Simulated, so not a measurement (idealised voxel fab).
You're looking at the process module voxel transistor to metal.
Displayed cross-section: cut, width of 200 nm, square cells sized 5 nm.
Reading order for cross-sections: top band down to bottom band. Underlying form: a grid of square cells. Band size: one or more rows of cells. Heights first: top, then bottom, in nm. Then materials, left to right, each with a width in nm. "edge to edge" on a single material: fills the band edge to edge. "empty": empty space. Beneath 0, the wafer as received is one material, and that level is where height counting begins. The lowest band goes on downward without a bottom; it is written like "z 0 and below". Note: "30..40" means the width goes from the first number (top row of the band) to the second number (bottom row) in equal steps per row of cells. "everything unchanged" (step): cross-section cells unchanged, all of them. Closed empty spaces (no open way to the top) of 8 cells or more are what "Fully sealed voids" lists, each as width x height at distance from the left edge, nm for all three. Formally, on a step line, whatever follows the settings is a remark that the simulator itself makes on the step. overlay nm, on a step with a mask: how far to the right of its planned place the mask lay; to the left if negative. Quick note on how to read the rest: it's all pairs. You get the cross-section before a process step and the one after, but the after one only goes down as far as the lowest band that changed. The step in between, with its settings, sits under the pair. Heads up, the pairs can come from different runs of this module on the same starting wafer, so don't assume a pair picks up from the one above unless its "Pre-step condition" entry says it does.
# Pre-step condition
    z 40 to 35 | empty 80 nm; SiN 40 nm; empty 80 nm
    z 35 to 20 | empty 80 nm; SiN 5 nm; SiO2 5 nm; SiCN 20 nm; SiO2 5 nm; SiN 5 nm; empty 80 nm
    z 20 to 0 | empty 80 nm; SiN 5 nm; SiO2 5 nm; polySi 20 nm; SiO2 5 nm; SiN 5 nm; empty 80 nm
    z 0 to -5 | SiN 85 nm; SiO2 5 nm; polySi 20 nm; SiO2 5 nm; SiN 85 nm
    z -5 to -10 | SiO2 edge to edge
    z -10 to -50 | SiO2 50 nm; Si 100 nm; SiO2 50 nm
    z -50 and below | Si edge to edge
    Fully sealed voids: none
# Post-Step Geometry
    z 35 to 20 | empty 80 nm; SiN 5 nm; SiO2 5 nm; SiCN 20 nm; SiO2 5 nm; SiN 5 nm; empty 80 nm
    z 20 to -5 | empty 80 nm; SiN 5 nm; SiO2 5 nm; polySi 20 nm; SiO2 5 nm; SiN 5 nm; empty 80 nm
    Lower than -5, everything is as it was.
    Fully sealed voids: none
Between before and after, shown above: DIRECTIONAL_ETCH with etch materials SiN, depth nm 5
Pre-step condition: see preceding pair, after cross-section.
# Post-Step Geometry
    z 35 to 30 | empty 80 nm; SiN 5 nm; empty 5 nm; SiCN 20 nm; empty 5 nm; SiN 5 nm; empty 80 nm
    z 30 to 20 | empty 80 nm; SiN 5 nm; SiO2 5 nm; SiCN 20 nm; SiO2 5 nm; SiN 5 nm; empty 80 nm
    z 20 to -5 | empty 80 nm; SiN 5 nm; SiO2 5 nm; polySi 20 nm; SiO2 5 nm; SiN 5 nm; empty 80 nm
    z -5 to -10 | empty 80 nm; SiO2 40 nm; empty 80 nm
    Lower than -10, everything is as it was.
    Fully sealed voids: none
Between before and after, shown above: DIRECTIONAL_ETCH with etch materials SiO2, depth nm 5
Pre-step condition: see preceding pair, after cross-section.
# Post-Step Geometry
    z 35 to 30 | empty 80 nm; SiN 5 nm; empty 5 nm; SiCN 20 nm; empty 5 nm; SiN 5 nm; empty 80 nm
    z 30 to 20 | empty 80 nm; SiN 5 nm; SiO2 5 nm; SiCN 20 nm; SiO2 5 nm; SiN 5 nm; empty 80 nm
    z 20 to -5 | empty 80 nm; SiN 5 nm; SiO2 5 nm; polySi 20 nm; SiO2 5 nm; SiN 5 nm; empty 80 nm
    z -5 to -10 | empty 80 nm; SiO2 40 nm; empty 80 nm
    z -10 to -20 | SiO2 50 nm; empty 30 nm; Si 40 nm; empty 30 nm; SiO2 50 nm
    Lower than -20, everything is as it was.
    Fully sealed voids: none
Between before and after, shown above: DIRECTIONAL_ETCH with etch materials Si, depth nm 10
Pre-step condition: see preceding pair, after cross-section.
# Post-Step Geometry
    z 35 to 30 | empty 80 nm; SiN 5 nm; empty 5 nm; SiCN 20 nm; empty 5 nm; SiN 5 nm; empty 80 nm
    z 30 to 20 | empty 80 nm; SiN 5 nm; SiO2 5 nm; SiCN 20 nm; SiO2 5 nm; SiN 5 nm; empty 80 nm
    z 20 to 0 | empty 80 nm; SiN 5 nm; SiO2 5 nm; polySi 20 nm; SiO2 5 nm; SiN 5 nm; empty 80 nm
    z 0 to -5 | empty 70 nm; nSi 10 nm; SiN 5 nm; SiO2 5 nm; polySi 20 nm; SiO2 5 nm; SiN 5 nm; nSi 10 nm; empty 70 nm
    z -5 to -10 | empty 70 nm; nSi 10 nm; SiO2 40 nm; nSi 10 nm; empty 70 nm
    z -10 to -20 | SiO2 50 nm; nSi 30 nm; Si 40 nm; nSi 30 nm; SiO2 50 nm
    Lower than -20, everything is as it was.
    Fully sealed voids: none
Between before and after, shown above: EPI with material nSi, thk nm 10
Pre-step condition: see preceding pair, after cross-section.
# Post-Step Geometry
    z 45 to 35 | SiO2 edge to edge
    z 35 to 20 | SiO2 80 nm; SiN 5 nm; SiO2 5 nm; SiCN 20 nm; SiO2 5 nm; SiN 5 nm; SiO2 80 nm
    z 20 to 0 | SiO2 80 nm; SiN 5 nm; SiO2 5 nm; polySi 20 nm; SiO2 5 nm; SiN 5 nm; SiO2 80 nm
    z 0 to -5 | SiO2 70 nm; nSi 10 nm; SiN 5 nm; SiO2 5 nm; polySi 20 nm; SiO2 5 nm; SiN 5 nm; nSi 10 nm; SiO2 70 nm
    z -5 to -10 | SiO2 70 nm; nSi 10 nm; SiO2 40 nm; nSi 10 nm; SiO2 70 nm
    Lower than -10, everything is as it was.
    Fully sealed voids: none
Between before and after, shown above: FILL_DEP with material SiO2, thk nm 10
Pre-step condition: see preceding pair, after cross-section.
# Post-Step Geometry
    z 35 to 20 | SiO2 80 nm; SiN 5 nm; SiO2 5 nm; SiCN 20 nm; SiO2 5 nm; SiN 5 nm; SiO2 80 nm
    Lower than 20, everything is as it was.
    Fully sealed voids: none
Between before and after, shown above: CMP with height nm 35
Pre-step condition: see preceding pair, after cross-section.
# Post-Step Geometry
    z 50 to 35 | SiO2 edge to edge
    Lower than 35, everything is as it was.
    Fully sealed voids: none
Between before and after, shown above: DIRECTIONAL_DEP with material SiO2, thk nm 15
Pre-step condition: see preceding pair, after cross-section.
# Post-Step Geometry
    z 60 to 50 | aC edge to edge
    Lower than 50, everything is as it was.
    Fully sealed voids: none
Between before and after, shown above: DIRECTIONAL_DEP with material aC, thk nm 10
Pre-step condition: see preceding pair, after cross-section.
# Post-Step Geometry
    z 85 to 60 | resist 50 nm; empty 20 nm; resist 60 nm; empty 20 nm; resist 50 nm
    Lower than 60, everything is as it was.
    Fully sealed voids: none
Between before and after, shown above: PATTERN with tone open, mask id CONTACT, material resist, width nm 20, pitch nm 80, thk nm 25, overlay nm 0
Pre-step condition: see preceding pair, after cross-section.
# Post-Step Geometry
    z 75 to 60 | resist 50 nm; empty 20 nm; resist 60 nm; empty 20 nm; resist 50 nm
    z 60 to 50 | aC 50 nm; empty 20 nm; aC 60 nm; empty 20 nm; aC 50 nm
    Lower than 50, everything is as it was.
    Fully sealed voids: none
Between before and after, shown above: DIRECTIONAL_ETCH with etch materials aC, depth nm 10
Pre-step condition: see preceding pair, after cross-section.
# Post-Step Geometry
    z 60 to 50 | aC 50 nm; empty 20 nm; aC 60 nm; empty 20 nm; aC 50 nm
    Lower than 50, everything is as it was.
    Fully sealed voids: none
Between before and after, shown above: STRIP with etch materials resist
Pre-step condition: see preceding pair, after cross-section.
# Post-Step Geometry
    z 60 to 50 | aC 50 nm; empty 20 nm; aC 60 nm; empty 20 nm; aC 50 nm
    z 50 to 35 | SiO2 50 nm; empty 20 nm; SiO2 60 nm; empty 20 nm; SiO2 50 nm
    z 35 to 20 | SiO2 50 nm; empty 20 nm; SiO2 10 nm; SiN 5 nm; SiO2 5 nm; SiCN 20 nm; SiO2 5 nm; SiN 5 nm; SiO2 10 nm; empty 20 nm; SiO2 50 nm
    z 20 to 0 | SiO2 50 nm; empty 20 nm; SiO2 10 nm; SiN 5 nm; SiO2 5 nm; polySi 20 nm; SiO2 5 nm; SiN 5 nm; SiO2 10 nm; empty 20 nm; SiO2 50 nm
    z 0 to -5 | SiO2 50 nm; empty 20 nm; nSi 10 nm; SiN 5 nm; SiO2 5 nm; polySi 20 nm; SiO2 5 nm; SiN 5 nm; nSi 10 nm; empty 20 nm; SiO2 50 nm
    z -5 to -10 | SiO2 50 nm; empty 20 nm; nSi 10 nm; SiO2 40 nm; nSi 10 nm; empty 20 nm; SiO2 50 nm
    Lower than -10, everything is as it was.
    Fully sealed voids: none
Between before and after, shown above: DIRECTIONAL_ETCH with etch materials SiO2, depth nm 60
Pre-step condition: see preceding pair, after cross-section.
# Post-Step Geometry
    z 50 to 35 | SiO2 50 nm; empty 20 nm; SiO2 60 nm; empty 20 nm; SiO2 50 nm
    Lower than 35, everything is as it was.
    Fully sealed voids: none
Between before and after, shown above: STRIP with etch materials aC
Pre-step condition: see preceding pair, after cross-section.
# Post-Step Geometry
    z 55 to 50 | TiN 55 nm; empty 10 nm; TiN 70 nm; empty 10 nm; TiN 55 nm
    z 50 to 35 | SiO2 50 nm; TiN 5 nm; empty 10 nm; TiN 5 nm; SiO2 60 nm; TiN 5 nm; empty 10 nm; TiN 5 nm; SiO2 50 nm
    z 35 to 20 | SiO2 50 nm; TiN 5 nm; empty 10 nm; TiN 5 nm; SiO2 10 nm; SiN 5 nm; SiO2 5 nm; SiCN 20 nm; SiO2 5 nm; SiN 5 nm; SiO2 10 nm; TiN 5 nm; empty 10 nm; TiN 5 nm; SiO2 50 nm
    z 20 to 0 | SiO2 50 nm; TiN 5 nm; empty 10 nm; TiN 5 nm; SiO2 10 nm; SiN 5 nm; SiO2 5 nm; polySi 20 nm; SiO2 5 nm; SiN 5 nm; SiO2 10 nm; TiN 5 nm; empty 10 nm; TiN 5 nm; SiO2 50 nm
    z 0 to -5 | SiO2 50 nm; TiN 5 nm; empty 10 nm; TiN 5 nm; nSi 10 nm; SiN 5 nm; SiO2 5 nm; polySi 20 nm; SiO2 5 nm; SiN 5 nm; nSi 10 nm; TiN 5 nm; empty 10 nm; TiN 5 nm; SiO2 50 nm
    z -5 to -10 | SiO2 50 nm; TiN 20 nm; nSi 10 nm; SiO2 40 nm; nSi 10 nm; TiN 20 nm; SiO2 50 nm
    Lower than -10, everything is as it was.
    Fully sealed voids: none
Between before and after, shown above: CONFORMAL_DEP with material TiN, thk nm 5
Pre-step condition: see preceding pair, after cross-section.
# Post-Step Geometry
    z 65 to 55 | W edge to edge
    z 55 to 50 | TiN 55 nm; W 10 nm; TiN 70 nm; W 10 nm; TiN 55 nm
    z 50 to 35 | SiO2 50 nm; TiN 5 nm; W 10 nm; TiN 5 nm; SiO2 60 nm; TiN 5 nm; W 10 nm; TiN 5 nm; SiO2 50 nm
    z 35 to 20 | SiO2 50 nm; TiN 5 nm; W 10 nm; TiN 5 nm; SiO2 10 nm; SiN 5 nm; SiO2 5 nm; SiCN 20 nm; SiO2 5 nm; SiN 5 nm; SiO2 10 nm; TiN 5 nm; W 10 nm; TiN 5 nm; SiO2 50 nm
    z 20 to 0 | SiO2 50 nm; TiN 5 nm; W 10 nm; TiN 5 nm; SiO2 10 nm; SiN 5 nm; SiO2 5 nm; polySi 20 nm; SiO2 5 nm; SiN 5 nm; SiO2 10 nm; TiN 5 nm; W 10 nm; TiN 5 nm; SiO2 50 nm
    z 0 to -5 | SiO2 50 nm; TiN 5 nm; W 10 nm; TiN 5 nm; nSi 10 nm; SiN 5 nm; SiO2 5 nm; polySi 20 nm; SiO2 5 nm; SiN 5 nm; nSi 10 nm; TiN 5 nm; W 10 nm; TiN 5 nm; SiO2 50 nm
    Lower than -5, everything is as it was.
    Fully sealed voids: none
Between before and after, shown above: FILL_DEP with material W, thk nm 10
Pre-step condition: see preceding pair, after cross-section.
# Post-Step Geometry
    z 50 to 35 | SiO2 50 nm; TiN 5 nm; W 10 nm; TiN 5 nm; SiO2 60 nm; TiN 5 nm; W 10 nm; TiN 5 nm; SiO2 50 nm
    Lower than 35, everything is as it was.
    Fully sealed voids: none
Between before and after, shown above: CMP with height nm 50
Pre-step condition: see preceding pair, after cross-section.
# Post-Step Geometry
    z 55 to 50 | SiN edge to edge
    Lower than 50, everything is as it was.
    Fully sealed voids: none
Between before and after, shown above: CONFORMAL_DEP with material SiN, thk nm 5
Pre-step condition: see preceding pair, after cross-section.
# Post-Step Geometry
    z 80 to 55 | lowk edge to edge
    Lower than 55, everything is as it was.
    Fully sealed voids: none
Between before and after, shown above: DIRECTIONAL_DEP with material lowk, thk nm 25
Pre-step condition: see preceding pair, after cross-section.
# Post-Step Geometry
    z 80 to 55 | lowk 50 nm; empty 20 nm; lowk 60 nm; empty 20 nm; lowk 50 nm
    Lower than 55, everything is as it was.
    Fully sealed voids: none
Between before and after, shown above: MASKED_ETCH with tone open, mask id METAL_1, width nm 20, pitch nm 80, etch materials lowk, depth nm 25, overlay nm 0
Pre-step condition: see preceding pair, after cross-section.
# Post-Step Geometry
    z 80 to 55 | lowk 50 nm; empty 20 nm; lowk 60 nm; empty 20 nm; lowk 50 nm
    z 55 to 50 | SiN 50 nm; empty 20 nm; SiN 60 nm; empty 20 nm; SiN 50 nm
    Lower than 50, everything is as it was.
    Fully sealed voids: none
Between before and after, shown above: MASKED_ETCH with tone open, mask id METAL_1, width nm 20, pitch nm 80, etch materials SiN, depth nm 5, overlay nm 0
Pre-step condition: see preceding pair, after cross-section.
# Post-Step Geometry
    z 85 to 80 | TiN 55 nm; empty 10 nm; TiN 70 nm; empty 10 nm; TiN 55 nm
    z 80 to 55 | lowk 50 nm; TiN 5 nm; empty 10 nm; TiN 5 nm; lowk 60 nm; TiN 5 nm; empty 10 nm; TiN 5 nm; lowk 50 nm
    z 55 to 50 | SiN 50 nm; TiN 20 nm; SiN 60 nm; TiN 20 nm; SiN 50 nm
    Lower than 50, everything is as it was.
    Fully sealed voids: none
Between before and after, shown above: CONFORMAL_DEP with material TiN, thk nm 5
Pre-step condition: see preceding pair, after cross-section.
# Post-Step Geometry
    z 95 to 85 | W edge to edge
    z 85 to 80 | TiN 55 nm; W 10 nm; TiN 70 nm; W 10 nm; TiN 55 nm
    z 80 to 55 | lowk 50 nm; TiN 5 nm; W 10 nm; TiN 5 nm; lowk 60 nm; TiN 5 nm; W 10 nm; TiN 5 nm; lowk 50 nm
    Lower than 55, everything is as it was.
    Fully sealed voids: none
Between before and after, shown above: FILL_DEP with material W, thk nm 10
Pre-step condition: see preceding pair, after cross-section.
# Post-Step Geometry
    z 80 to 55 | lowk 50 nm; TiN 5 nm; W 10 nm; TiN 5 nm; lowk 60 nm; TiN 5 nm; W 10 nm; TiN 5 nm; lowk 50 nm
    Lower than 55, everything is as it was.
    Fully sealed voids: none
Between before and after, shown above: CMP with height nm 80
Pre-step condition: see preceding pair, after cross-section.
# Post-Step Geometry
    z 85 to 80 | empty 45 nm; Ru 30 nm; empty 50 nm; Ru 30 nm; empty 45 nm
    Lower than 80, everything is as it was.
    Fully sealed voids: none
Between before and after, shown above: EPI with material Ru, thk nm 5
Pre-step condition: see preceding pair, after cross-section.
# Post-Step Geometry
    z 90 to 85 | SiCN edge to edge
    z 85 to 80 | SiCN 45 nm; Ru 30 nm; SiCN 50 nm; Ru 30 nm; SiCN 45 nm
    Lower than 80, everything is as it was.
    Fully sealed voids: none
Between before and after, shown above: FILL_DEP with material SiCN, thk nm 5
# Pre-step condition
    z 60 to 50 | aC edge to edge
    z 50 to 35 | SiO2 edge to edge
    z 35 to 20 | SiO2 80 nm; SiN 5 nm; SiO2 5 nm; SiCN 20 nm; SiO2 5 nm; SiN 5 nm; SiO2 80 nm
    z 20 to 0 | SiO2 80 nm; SiN 5 nm; SiO2 5 nm; polySi 20 nm; SiO2 5 nm; SiN 5 nm; SiO2 80 nm
    z 0 to -5 | SiO2 70 nm; nSi 10 nm; SiN 5 nm; SiO2 5 nm; polySi 20 nm; SiO2 5 nm; SiN 5 nm; nSi 10 nm; SiO2 70 nm
    z -5 to -10 | SiO2 70 nm; nSi 10 nm; SiO2 40 nm; nSi 10 nm; SiO2 70 nm
    z -10 to -20 | SiO2 50 nm; nSi 30 nm; Si 40 nm; nSi 30 nm; SiO2 50 nm
    z -20 to -45 | SiO2 50 nm; Si 100 nm; SiO2 50 nm
    z -45 and below | Si edge to edge
    Fully sealed voids: none
# Post-Step Geometry
    z 85 to 60 | resist 55 nm; empty 15 nm; resist 65 nm; empty 15 nm; resist 50 nm
    Lower than 60, everything is as it was.
    Fully sealed voids: none
Between before and after, shown above: PATTERN with tone open, mask id CONTACT, material resist, width nm 15, pitch nm 80, thk nm 25, overlay nm 0
Pre-step condition: see preceding pair, after cross-section.
# Post-Step Geometry
    z 75 to 60 | resist 55 nm; empty 15 nm; resist 65 nm; empty 15 nm; resist 50 nm
    z 60 to 50 | aC 55 nm; empty 15 nm; aC 65 nm; empty 15 nm; aC 50 nm
    Lower than 50, everything is as it was.
    Fully sealed voids: none
Between before and after, shown above: DIRECTIONAL_ETCH with etch materials aC, depth nm 10
Pre-step condition: see preceding pair, after cross-section.
# Post-Step Geometry
    z 60 to 50 | aC 55 nm; empty 15 nm; aC 65 nm; empty 15 nm; aC 50 nm
    Lower than 50, everything is as it was.
    Fully sealed voids: none
Between before and after, shown above: STRIP with etch materials resist
Pre-step condition: see preceding pair, after cross-section.
# Post-Step Geometry
    z 60 to 50 | aC 55 nm; empty 15 nm; aC 65 nm; empty 15 nm; aC 50 nm
    z 50 to 35 | SiO2 55 nm; empty 15 nm; SiO2 65 nm; empty 15 nm; SiO2 50 nm
    z 35 to 20 | SiO2 55 nm; empty 15 nm; SiO2 10 nm; SiN 5 nm; SiO2 5 nm; SiCN 20 nm; SiO2 5 nm; SiN 5 nm; SiO2 15 nm; empty 15 nm; SiO2 50 nm
    z 20 to 0 | SiO2 55 nm; empty 15 nm; SiO2 10 nm; SiN 5 nm; SiO2 5 nm; polySi 20 nm; SiO2 5 nm; SiN 5 nm; SiO2 15 nm; empty 15 nm; SiO2 50 nm
    z 0 to -5 | SiO2 55 nm; empty 15 nm; nSi 10 nm; SiN 5 nm; SiO2 5 nm; polySi 20 nm; SiO2 5 nm; SiN 5 nm; nSi 10 nm; SiO2 5 nm; empty 15 nm; SiO2 50 nm
    z -5 to -10 | SiO2 55 nm; empty 15 nm; nSi 10 nm; SiO2 40 nm; nSi 10 nm; SiO2 5 nm; empty 15 nm; SiO2 50 nm
    Lower than -10, everything is as it was.
    Fully sealed voids: none
Between before and after, shown above: DIRECTIONAL_ETCH with etch materials SiO2, depth nm 60
Pre-step condition: see preceding pair, after cross-section.
# Post-Step Geometry
    z 50 to 35 | SiO2 55 nm; empty 15 nm; SiO2 65 nm; empty 15 nm; SiO2 50 nm
    Lower than 35, everything is as it was.
    Fully sealed voids: none
Between before and after, shown above: STRIP with etch materials aC
Pre-step condition: see preceding pair, after cross-section.
# Post-Step Geometry
    z 55 to 50 | TiN 60 nm; empty 5 nm; TiN 75 nm; empty 5 nm; TiN 55 nm
    z 50 to 35 | SiO2 55 nm; TiN 5 nm; empty 5 nm; TiN 5 nm; SiO2 65 nm; TiN 5 nm; empty 5 nm; TiN 5 nm; SiO2 50 nm
    z 35 to 20 | SiO2 55 nm; TiN 5 nm; empty 5 nm; TiN 5 nm; SiO2 10 nm; SiN 5 nm; SiO2 5 nm; SiCN 20 nm; SiO2 5 nm; SiN 5 nm; SiO2 15 nm; TiN 5 nm; empty 5 nm; TiN 5 nm; SiO2 50 nm
    z 20 to 0 | SiO2 55 nm; TiN 5 nm; empty 5 nm; TiN 5 nm; SiO2 10 nm; SiN 5 nm; SiO2 5 nm; polySi 20 nm; SiO2 5 nm; SiN 5 nm; SiO2 15 nm; TiN 5 nm; empty 5 nm; TiN 5 nm; SiO2 50 nm
    z 0 to -5 | SiO2 55 nm; TiN 5 nm; empty 5 nm; TiN 5 nm; nSi 10 nm; SiN 5 nm; SiO2 5 nm; polySi 20 nm; SiO2 5 nm; SiN 5 nm; nSi 10 nm; SiO2 5 nm; TiN 5 nm; empty 5 nm; TiN 5 nm; SiO2 50 nm
    z -5 to -10 | SiO2 55 nm; TiN 15 nm; nSi 10 nm; SiO2 40 nm; nSi 10 nm; SiO2 5 nm; TiN 15 nm; SiO2 50 nm
    Lower than -10, everything is as it was.
    Fully sealed voids: none
Between before and after, shown above: CONFORMAL_DEP with material TiN, thk nm 5
Pre-step condition: see preceding pair, after cross-section.
# Post-Step Geometry
    z 65 to 55 | W edge to edge
    z 55 to 50 | TiN 60 nm; W 5 nm; TiN 75 nm; W 5 nm; TiN 55 nm
    z 50 to 35 | SiO2 55 nm; TiN 5 nm; W 5 nm; TiN 5 nm; SiO2 65 nm; TiN 5 nm; W 5 nm; TiN 5 nm; SiO2 50 nm
    z 35 to 20 | SiO2 55 nm; TiN 5 nm; W 5 nm; TiN 5 nm; SiO2 10 nm; SiN 5 nm; SiO2 5 nm; SiCN 20 nm; SiO2 5 nm; SiN 5 nm; SiO2 15 nm; TiN 5 nm; W 5 nm; TiN 5 nm; SiO2 50 nm
    z 20 to 0 | SiO2 55 nm; TiN 5 nm; W 5 nm; TiN 5 nm; SiO2 10 nm; SiN 5 nm; SiO2 5 nm; polySi 20 nm; SiO2 5 nm; SiN 5 nm; SiO2 15 nm; TiN 5 nm; W 5 nm; TiN 5 nm; SiO2 50 nm
    z 0 to -5 | SiO2 55 nm; TiN 5 nm; W 5 nm; TiN 5 nm; nSi 10 nm; SiN 5 nm; SiO2 5 nm; polySi 20 nm; SiO2 5 nm; SiN 5 nm; nSi 10 nm; SiO2 5 nm; TiN 5 nm; W 5 nm; TiN 5 nm; SiO2 50 nm
    Lower than -5, everything is as it was.
    Fully sealed voids: none
Between before and after, shown above: FILL_DEP with material W, thk nm 10
Pre-step condition: see preceding pair, after cross-section.
# Post-Step Geometry
    z 50 to 35 | SiO2 55 nm; TiN 5 nm; W 5 nm; TiN 5 nm; SiO2 65 nm; TiN 5 nm; W 5 nm; TiN 5 nm; SiO2 50 nm
    Lower than 35, everything is as it was.
    Fully sealed voids: none
Between before and after, shown above: CMP with height nm 50
Pre-step condition: see preceding pair, after cross-section.
# Post-Step Geometry
    z 55 to 50 | SiN edge to edge
    Lower than 50, everything is as it was.
    Fully sealed voids: none
Between before and after, shown above: CONFORMAL_DEP with material SiN, thk nm 5
Pre-step condition: see preceding pair, after cross-section.
# Post-Step Geometry
    z 80 to 55 | lowk edge to edge
    Lower than 55, everything is as it was.
    Fully sealed voids: none
Between before and after, shown above: DIRECTIONAL_DEP with material lowk, thk nm 25
Pre-step condition: see preceding pair, after cross-section.
# Post-Step Geometry
    z 80 to 55 | lowk 50 nm; empty 20 nm; lowk 60 nm; empty 20 nm; lowk 50 nm
    Lower than 55, everything is as it was.
    Fully sealed voids: none
Between before and after, shown above: MASKED_ETCH with tone open, mask id METAL_1, width nm 20, pitch nm 80, etch materials lowk, depth nm 25, overlay nm 0
Pre-step condition: see preceding pair, after cross-section.
# Post-Step Geometry
    z 80 to 55 | lowk 50 nm; empty 20 nm; lowk 60 nm; empty 20 nm; lowk 50 nm
    z 55 to 50 | SiN 50 nm; empty 20 nm; SiN 60 nm; empty 20 nm; SiN 50 nm
    Lower than 50, everything is as it was.
    Fully sealed voids: none
Between before and after, shown above: MASKED_ETCH with tone open, mask id METAL_1, width nm 20, pitch nm 80, etch materials SiN, depth nm 5, overlay nm 0
Pre-step condition: see preceding pair, after cross-section.
# Post-Step Geometry
    z 85 to 80 | TiN 55 nm; empty 10 nm; TiN 70 nm; empty 10 nm; TiN 55 nm
    z 80 to 55 | lowk 50 nm; TiN 5 nm; empty 10 nm; TiN 5 nm; lowk 60 nm; TiN 5 nm; empty 10 nm; TiN 5 nm; lowk 50 nm
    z 55 to 50 | SiN 50 nm; TiN 20 nm; SiN 60 nm; TiN 20 nm; SiN 50 nm
    Lower than 50, everything is as it was.
    Fully sealed voids: none
Between before and after, shown above: CONFORMAL_DEP with material TiN, thk nm 5
Pre-step condition: see preceding pair, after cross-section.
# Post-Step Geometry
    z 95 to 85 | W edge to edge
    z 85 to 80 | TiN 55 nm; W 10 nm; TiN 70 nm; W 10 nm; TiN 55 nm
    z 80 to 55 | lowk 50 nm; TiN 5 nm; W 10 nm; TiN 5 nm; lowk 60 nm; TiN 5 nm; W 10 nm; TiN 5 nm; lowk 50 nm
    Lower than 55, everything is as it was.
    Fully sealed voids: none
Between before and after, shown above: FILL_DEP with material W, thk nm 10
Pre-step condition: see preceding pair, after cross-section.
# Post-Step Geometry
    z 80 to 55 | lowk 50 nm; TiN 5 nm; W 10 nm; TiN 5 nm; lowk 60 nm; TiN 5 nm; W 10 nm; TiN 5 nm; lowk 50 nm
    Lower than 55, everything is as it was.
    Fully sealed voids: none
Between before and after, shown above: CMP with height nm 80
Pre-step condition: see preceding pair, after cross-section.
# Post-Step Geometry
    z 85 to 80 | empty 45 nm; Ru 30 nm; empty 50 nm; Ru 30 nm; empty 45 nm
    Lower than 80, everything is as it was.
    Fully sealed voids: none
Between before and after, shown above: EPI with material Ru, thk nm 5
Pre-step condition: see preceding pair, after cross-section.
# Post-Step Geometry
    z 90 to 85 | SiCN edge to edge
    z 85 to 80 | SiCN 45 nm; Ru 30 nm; SiCN 50 nm; Ru 30 nm; SiCN 45 nm
    Lower than 80, everything is as it was.
    Fully sealed voids: none
Between before and after, shown above: FILL_DEP with material SiCN, thk nm 5
# Pre-step condition
    z 60 to 50 | aC edge to edge
    z 50 to 35 | SiO2 edge to edge
    z 35 to 20 | SiO2 80 nm; SiN 5 nm; SiO2 5 nm; SiCN 20 nm; SiO2 5 nm; SiN 5 nm; SiO2 80 nm
    z 20 to 0 | SiO2 80 nm; SiN 5 nm; SiO2 5 nm; polySi 20 nm; SiO2 5 nm; SiN 5 nm; SiO2 80 nm
    z 0 to -5 | SiO2 70 nm; nSi 10 nm; SiN 5 nm; SiO2 5 nm; polySi 20 nm; SiO2 5 nm; SiN 5 nm; nSi 10 nm; SiO2 70 nm
    z -5 to -10 | SiO2 70 nm; nSi 10 nm; SiO2 40 nm; nSi 10 nm; SiO2 70 nm
    z -10 to -20 | SiO2 50 nm; nSi 30 nm; Si 40 nm; nSi 30 nm; SiO2 50 nm
    z -20 to -45 | SiO2 50 nm; Si 100 nm; SiO2 50 nm
    z -45 and below | Si edge to edge
    Fully sealed voids: none
# Post-Step Geometry
    z 85 to 60 | resist 60 nm; empty 20 nm; resist 60 nm; empty 20 nm; resist 40 nm
    Lower than 60, everything is as it was.
    Fully sealed voids: none
Between before and after, shown above: PATTERN with tone open, mask id CONTACT, material resist, width nm 20, pitch nm 80, thk nm 25, overlay nm 10
Pre-step condition: see preceding pair, after cross-section.
# Post-Step Geometry
    z 75 to 60 | resist 60 nm; empty 20 nm; resist 60 nm; empty 20 nm; resist 40 nm
    z 60 to 50 | aC 60 nm; empty 20 nm; aC 60 nm; empty 20 nm; aC 40 nm
    Lower than 50, everything is as it was.
    Fully sealed voids: none
Between before and after, shown above: DIRECTIONAL_ETCH with etch materials aC, depth nm 10
Pre-step condition: see preceding pair, after cross-section.
# Post-Step Geometry
    z 60 to 50 | aC 60 nm; empty 20 nm; aC 60 nm; empty 20 nm; aC 40 nm
    Lower than 50, everything is as it was.
    Fully sealed voids: none
Between before and after, shown above: STRIP with etch materials resist
Pre-step condition: see preceding pair, after cross-section.
# Post-Step Geometry
    z 60 to 50 | aC 60 nm; empty 20 nm; aC 60 nm; empty 20 nm; aC 40 nm
    z 50 to 35 | SiO2 60 nm; empty 20 nm; SiO2 60 nm; empty 20 nm; SiO2 40 nm
    z 35 to 20 | SiO2 60 nm; empty 20 nm; SiN 5 nm; SiO2 5 nm; SiCN 20 nm; SiO2 5 nm; SiN 5 nm; SiO2 20 nm; empty 20 nm; SiO2 40 nm
    z 20 to 0 | SiO2 60 nm; empty 20 nm; SiN 5 nm; SiO2 5 nm; polySi 20 nm; SiO2 5 nm; SiN 5 nm; SiO2 20 nm; empty 20 nm; SiO2 40 nm
    z 0 to -5 | SiO2 60 nm; empty 10 nm; nSi 10 nm; SiN 5 nm; SiO2 5 nm; polySi 20 nm; SiO2 5 nm; SiN 5 nm; nSi 10 nm; SiO2 10 nm; empty 20 nm; SiO2 40 nm
    z -5 to -10 | SiO2 60 nm; empty 10 nm; nSi 10 nm; SiO2 40 nm; nSi 10 nm; SiO2 10 nm; empty 20 nm; SiO2 40 nm
    Lower than -10, everything is as it was.
    Fully sealed voids: none
Between before and after, shown above: DIRECTIONAL_ETCH with etch materials SiO2, depth nm 60
Pre-step condition: see preceding pair, after cross-section.
# Post-Step Geometry
    z 50 to 35 | SiO2 60 nm; empty 20 nm; SiO2 60 nm; empty 20 nm; SiO2 40 nm
    Lower than 35, everything is as it was.
    Fully sealed voids: none
Between before and after, shown above: STRIP with etch materials aC
